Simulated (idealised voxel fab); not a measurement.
Process module name: voxel ribs on slabs
For reference, the cross-section in this document is cut, with width 220 nm and square cells of 5 nm.
Format of a cross-section: grid, square cells. Given as bands. Order: top down. Band: one or more rows of cells. Each band's line starts with the height of the band's top and of its bottom, in nm. Then come its materials from left to right, each with its width in nm. One material with "all across" fills the band from edge to edge. "air" is empty space. All heights in this document are referenced to 0, defined as the level beneath which the wafer, as received, consists entirely of one material. The lowest band is not bounded below; it extends indefinitely downward and is written in the form "0 down". With a width like "30..40", each row of cells in the band differs from the next by the same amount, the top row carrying the first number and the bottom row the second. A step reported as "same as before" is a step in which no cell of the cross-section changed. Basically, "Closed cavities" tells you about the enclosed voids: empty spaces with no open way to the top, 8 cells or bigger, each written width x height at distance, where distance is from the left edge, all in nm. after a step's settings: what the simulator itself notes on the step. "overlay nm", when on a step's line for a step with a mask, measures how far to the right of its planned place the mask lay; a negative measure means to the left.
[plan]
- 1: RECEIVE with material Si
- 2: DIRECTIONAL_DEP with material SiO2, thk nm 30
- 3: DIRECTIONAL_DEP with material polySi, thk nm 15
- 4: PATTERN with tone cover, mask id RIB, material resist, width nm 20, thk nm 15, overlay nm 0
- 5: DIRECTIONAL_ETCH with etch materials polySi, depth nm 10
- 6: STRIP with etch materials resist
- 7: MASKED_ETCH with tone cover, mask id SLAB, width nm 70, etch materials polySi, depth nm 5, overlay nm 0
- 8: FILL_DEP with material SiO2, thk nm 15
- 9: CMP with height nm 55
- 10: DIRECTIONAL_DEP with material TiN, thk nm 5
- 11: DIRECTIONAL_DEP with material aC, thk nm 15
- 12: PATTERN with tone cover, mask id HEATER, material resist, width nm 20, thk nm 35, overlay nm 0
- 13: DIRECTIONAL_ETCH with etch materials aC, depth nm 15
- 14: STRIP with etch materials resist
- 15: DIRECTIONAL_ETCH with etch materials TiN, depth nm 5
- 16: STRIP with etch materials aC
- 17: CONFORMAL_DEP with material SiO2, thk nm 5
All wafers enter the flow in the same state. The width nm at step 12 differs from wafer to wafer, and the plan gives the value for the first wafer.
[Cross-section of the first of several wafers as received (after step 1)]
    0 down: Si all across
    Closed cavities: none
[What follows is a table in which each wafer occupies a row; for the wafer as it stands at the close of the module, the row states, material by material, how many cells have been gained (+) or lost (-) since receipt, and then gives its closed voids]
width nm 20 | +508 SiO2 | +4 TiN | +22 polySi | Closed cavities: none
width nm 25 | +508 SiO2 | +5 TiN | +22 polySi | Closed cavities: none
width nm 30 | +508 SiO2 | +6 TiN | +22 polySi | Closed cavities: none
width nm 35 | +508 SiO2 | +7 TiN | +22 polySi | Closed cavities: none
width nm 40 | +508 SiO2 | +8 TiN | +22 polySi | Closed cavities: none
width nm 45 | +508 SiO2 | +9 TiN | +22 polySi | Closed cavities: none
